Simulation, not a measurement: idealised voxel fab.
process module | voxel spacer lines
cross-section cut | 300 nm wide | cells 5 nm
A cross-section is a grid of square cells, given in bands from the top down. A band is one or more rows of cells.
Each band's line starts with the height of the band's top and of its bottom, in nm. Then come its materials from left to right, each with its width in nm. One material with "throughout" fills the band from edge to edge. "air" is empty space.
Height 0 is the level under which the wafer as received is all one material. The lowest band goes on downwards, as in "0 down".
A width such as "30 to 40" changes by the same amount from each row of cells to the next, from the band's top row to its bottom row.
"no change" after a step means that no cell of the cross-section changed.
closed voids: empty space of 8 cells or more with no open way to the top, each as width x height at its distance from the left edge, in nm
after a step's settings: what the simulator itself notes on the step
overlay nm, on a step with a mask: how far to the right of its planned place the mask lay; to the left if negative
plan
1 op RECEIVE | material Si
2 op CONFORMAL_DEP | material Al2O3 | thk nm 5
3 op DIRECTIONAL_DEP | material W | thk nm 15
4 op DIRECTIONAL_DEP | material polySi | thk nm 25
5 op PATTERN | tone cover | mask id MANDREL | material resist | width nm 15 | pitch nm 50 | thk nm 30 | overlay nm 0
6 op DIRECTIONAL_ETCH | etch materials polySi | depth nm 25
7 op STRIP | etch materials resist
8 op CONFORMAL_DEP | material SiO2 | thk nm 10
9 op DIRECTIONAL_ETCH | etch materials SiO2 | depth nm 10
10 op STRIP | etch materials polySi
11 op DIRECTIONAL_ETCH | etch materials W | depth nm 15
12 op STRIP | etch materials SiO2
13 op FILL_DEP | material SiO2 | thk nm 5
14 op CMP | height nm 25
varied across the wafers: thk nm of step 2. The plan shows the first wafer's value. All wafers start alike
first wafer as received, after step 1
  0 down: Si throughout
  closed voids: none
each wafer at the end: cells of each material gained (+) or lost (-) since it was received, then its closed voids
thk nm 5 | +60 Al2O3 | +216 SiO2 | +24 W | closed voids: none
thk nm 10 | +120 Al2O3 | +156 SiO2 | +24 W | closed voids: none
thk nm 15 | +180 Al2O3 | +104 SiO2 | +16 W | closed voids: none
thk nm 20 | +240 Al2O3 | +52 SiO2 | +8 W | closed voids: none
thk nm 25 | +300 Al2O3 | closed voids: none
